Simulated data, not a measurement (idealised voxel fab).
process module | voxel capacitor over wiring
cross-section cut | 220 nm wide | cells 5 nm
A cross-section is a grid of square cells, given in bands from the top down. A band is one or more rows of cells.
Each band's line starts with the height of the band's top and of its bottom, in nm. Then come its materials from left to right, each with its width in nm. One material with "throughout" fills the band from edge to edge. "air" is empty space.
Height 0 is the level under which the wafer as received is all one material. The lowest band goes on downwards, as in "0 down".
A width such as "30 to 40" changes by the same amount from each row of cells to the next, from the band's top row to its bottom row.
"no change" after a step means that no cell of the cross-section changed.
closed voids: empty space of 8 cells or more with no open way to the top, each as width x height at its distance from the left edge, in nm
after a step's settings: what the simulator itself notes on the step
overlay nm, on a step with a mask: how far to the right of its planned place the mask lay; to the left if negative
plan
1 op RECEIVE | material Si
2 op CONFORMAL_DEP | material SiO2 | thk nm 10
3 op CONFORMAL_DEP | material SiN | thk nm 5
4 op DIRECTIONAL_DEP | material SiO2 | thk nm 15
5 op PATTERN | tone open | mask id METAL_1 | material resist | width nm 20 | pitch nm 80 | thk nm 20 | overlay nm 0
6 op DIRECTIONAL_ETCH | etch materials SiO2 | depth nm 15
7 op DIRECTIONAL_ETCH | etch materials SiN | depth nm 5
8 op STRIP | etch materials resist
9 op CONFORMAL_DEP | material TiN | thk nm 5
10 op FILL_DEP | material Ru | thk nm 10
11 op CMP | height nm 30
12 op EPI | material Ru | thk nm 5
13 op FILL_DEP | material SiCN | thk nm 5
14 op DIRECTIONAL_DEP | material lowk | thk nm 20
15 op DIRECTIONAL_DEP | material aC | thk nm 10
16 op PATTERN | tone open | mask id PLUG_1 | material resist | width nm 15 | thk nm 25 | overlay nm 0
17 op DIRECTIONAL_ETCH | etch materials aC | depth nm 10
18 op STRIP | etch materials resist
19 op DIRECTIONAL_ETCH | etch materials lowk | depth nm 20
20 op DIRECTIONAL_ETCH | etch materials SiCN | depth nm 5
21 op STRIP | etch materials aC
22 op EPI | material Ru | thk nm 10
23 op EPI | material Ru | thk nm 10
24 op EPI | material Ru | thk nm 5
25 op DIRECTIONAL_DEP | material TiN | thk nm 5
26 op DIRECTIONAL_DEP | material Al2O3 | thk nm 5
27 op DIRECTIONAL_DEP | material TiN | thk nm 5
28 op DIRECTIONAL_DEP | material aC | thk nm 15
29 op PATTERN | tone cover | mask id UPPER_PLATE | material resist | width nm 65 | thk nm 35 | overlay nm 0
30 op DIRECTIONAL_ETCH | etch materials aC | depth nm 15
31 op STRIP | etch materials resist
32 op DIRECTIONAL_ETCH | etch materials TiN | depth nm 5
33 op DIRECTIONAL_ETCH | etch materials Al2O3 | depth nm 5
34 op STRIP | etch materials aC
35 op DIRECTIONAL_DEP | material aC | thk nm 15
36 op PATTERN | tone cover | mask id LOWER_PLATE | material resist | width nm 75 | thk nm 35 | overlay nm 0
37 op DIRECTIONAL_ETCH | etch materials aC | depth nm 15
38 op STRIP | etch materials resist
39 op DIRECTIONAL_ETCH | etch materials TiN | depth nm 5
40 op STRIP | etch materials aC
41 op FILL_DEP | material SiO2 | thk nm 15
42 op CMP | height nm 85
43 op PATTERN | tone open | mask id PLUG_2 | material resist | width nm 15 | thk nm 15 | overlay nm 0
44 op DIRECTIONAL_ETCH | etch materials SiO2 | depth nm 10
45 op STRIP | etch materials resist
46 op CONFORMAL_DEP | material TiN | thk nm 5
47 op FILL_DEP | material Cu | thk nm 10
48 op CMP | height nm 85
49 op CONFORMAL_DEP | material SiN | thk nm 5
varied across the wafers: thk nm of step 9. The plan shows the first wafer's value. All wafers start alike
first wafer as received, after step 1
  0 down: Si throughout
  closed voids: none
each wafer at the end: cells of each material gained (+) or lost (-) since it was received, then its closed voids
thk nm 5 | +13 Al2O3 | +1 Cu | +39 Ru | +73 SiCN | +80 SiN | +369 SiO2 | +53 TiN | +164 lowk | closed voids: none
thk nm 10 | +13 Al2O3 | +1 Cu | +27 Ru | +73 SiCN | +80 SiN | +369 SiO2 | +65 TiN | +164 lowk | closed voids: none
thk nm 15 | +13 Al2O3 | +1 Cu | +27 Ru | +73 SiCN | +80 SiN | +369 SiO2 | +65 TiN | +164 lowk | closed voids: none
thk nm 20 | +13 Al2O3 | +1 Cu | +27 Ru | +73 SiCN | +80 SiN | +369 SiO2 | +65 TiN | +164 lowk | closed voids: none
